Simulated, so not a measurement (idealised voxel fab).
The process module presented herein is designated voxel capacitor over wiring.
The figure presents cross-section cut, which has a width of 175 nm and is divided into square cells with an edge length of 5 nm.
Cross-section, as written here: a square-cell grid given band by band from the top down, where a band holds one or more rows of cells.
Read a band's entry like this: the first values are the height of its top and the height of its bottom in nm, and what follows is the sequence of materials from left to right, each with its width in nm. Note that "empty" is empty space, and that a single material marked "all across" reaches across the band from edge to edge.
We count height from 0. Below that, the starting wafer is all one material. The lowest band never ends at the bottom but goes on down; see "0..down" for how that is written.
Per-row width for "30->40": begins at first number (top row of band), ends at second number (bottom row), increment between rows held constant.
The designation "no change", where it is given for a processing step, indicates that no cell of the cross-section was altered in the course of that step.
"Closed void register" - sealed voids, min. 8 cells, no opening to top; format: width x height at distance (distance from left edge; nm throughout).
after a step's settings: what the simulator itself notes on the step
A step's line can hold "overlay nm"; with a mask on that step, the setting says how far right of the planned place the mask lay, while a negative setting says it lay to the left.

Set out below are the planned steps of the process:
1: RECEIVE (material Si)
2: CONFORMAL_DEP (material SiO2; thk nm 15)
3: CONFORMAL_DEP (material SiCN; thk nm 5)
4: DIRECTIONAL_DEP (material SiO2; thk nm 15)
5: PATTERN (tone open; mask id METAL_1; material resist; width nm 25; pitch nm 80; thk nm 20; overlay nm 0)
6: DIRECTIONAL_ETCH (etch materials SiO2; depth nm 15)
7: DIRECTIONAL_ETCH (etch materials SiCN; depth nm 5)
8: STRIP (etch materials resist)
9: CONFORMAL_DEP (material TiN; thk nm 5)
10: FILL_DEP (material W; thk nm 10)
11: CMP (height nm 35)
12: CONFORMAL_DEP (material SiCN; thk nm 5)
13: DIRECTIONAL_DEP (material lowk; thk nm 20)
14: DIRECTIONAL_DEP (material aC; thk nm 15)
15: PATTERN (tone open; mask id PLUG_1; material resist; width nm 15; thk nm 35; overlay nm 0)
16: DIRECTIONAL_ETCH (etch materials aC; depth nm 15)
17: STRIP (etch materials resist)
18: DIRECTIONAL_ETCH (etch materials lowk; depth nm 20)
19: DIRECTIONAL_ETCH (etch materials SiCN; depth nm 5)
20: STRIP (etch materials aC)
21: EPI (material Ru; thk nm 10)
22: EPI (material Ru; thk nm 10)
23: EPI (material Ru; thk nm 5)
24: DIRECTIONAL_DEP (material TiN; thk nm 10)
25: DIRECTIONAL_DEP (material Al2O3; thk nm 5)
26: DIRECTIONAL_DEP (material TiN; thk nm 5)
27: PATTERN (tone cover; mask id UPPER_PLATE; material resist; width nm 60; thk nm 20; overlay nm 0)
28: DIRECTIONAL_ETCH (etch materials TiN; depth nm 5)
29: DIRECTIONAL_ETCH (etch materials Al2O3; depth nm 5)
30: STRIP (etch materials resist)
31: DIRECTIONAL_DEP (material aC; thk nm 10)
32: PATTERN (tone cover; mask id LOWER_PLATE; material resist; width nm 70; thk nm 30; overlay nm 0)
33: DIRECTIONAL_ETCH (etch materials aC; depth nm 10)
34: STRIP (etch materials resist)
35: DIRECTIONAL_ETCH (etch materials TiN; depth nm 10)
36: STRIP (etch materials aC)
37: FILL_DEP (material SiO2; thk nm 20)
38: CMP (height nm 95)
39: MASKED_ETCH (tone open; mask id PLUG_2; width nm 15; etch materials SiO2; depth nm 15; overlay nm 0)
40: CONFORMAL_DEP (material TiN; thk nm 5)
41: FILL_DEP (material Ru; thk nm 5)
42: CMP (height nm 95)
43: CONFORMAL_DEP (material SiCN; thk nm 5)

As received, after step 1:
	0..down: Si all across
	Closed void register: none

Cross-section taken at module completion on the first of two wafers; processed per the plan:
	100..95: SiCN all across
	95..85: 55 SiO2 / 5 TiN / 5 Ru / 5 TiN / 105 SiO2
	85..75: 55->45 SiO2 / 15->60 TiN / 105->70 SiO2
	75..70: 45 SiO2 / 60 Al2O3 / 70 SiO2
	70..60: 40 SiO2 / 70 TiN / 65 SiO2
	60..40: 45 lowk / 15 Ru / 115 lowk
	40..35: 45 SiCN / 15 Ru / 115 SiCN
	35..20: 35 SiO2 / 5 TiN / 15 W / 5 TiN / 55 SiO2 / 5 TiN / 15 W / 5 TiN / 35 SiO2
	20..15: 35 SiCN / 25 TiN / 55 SiCN / 25 TiN / 35 SiCN
	15..0: SiO2 all across
	0..down: Si all across
	Closed void register: none

Cross-section at end of module for the second wafer of two, which matched the first in starting point and plan and differed by one mistake in its processing:
	100..95: SiCN all across
	95..85: 55 SiO2 / 5 TiN / 5 Ru / 5 TiN / 105 SiO2
	85..75: 55->45 SiO2 / 15->60 TiN / 105->70 SiO2
	75..70: 45 SiO2 / 60 Al2O3 / 70 SiO2
	70..60: 40 SiO2 / 70 TiN / 65 SiO2
	60..40: 45 lowk / 15 Ru / 115 lowk
	40..35: 45 SiCN / 15 Ru / 115 SiCN
	35..20: 45 SiO2 / 5 TiN / 15 W / 5 TiN / 55 SiO2 / 5 TiN / 15 W / 5 TiN / 25 SiO2
	20..15: 45 SiCN / 25 TiN / 55 SiCN / 25 TiN / 25 SiCN
	15..0: SiO2 all across
	0..down: Si all across
	Closed void register: none
The plan and the run diverged here: step 5 deviated from plan and actually ran as PATTERN (tone open; mask id METAL_1; material resist; width nm 25; pitch nm 80; thk nm 20; overlay nm 10)
When the process is done, the second wafer contains the same cell count of every material as the first wafer, but distributed over other locations.
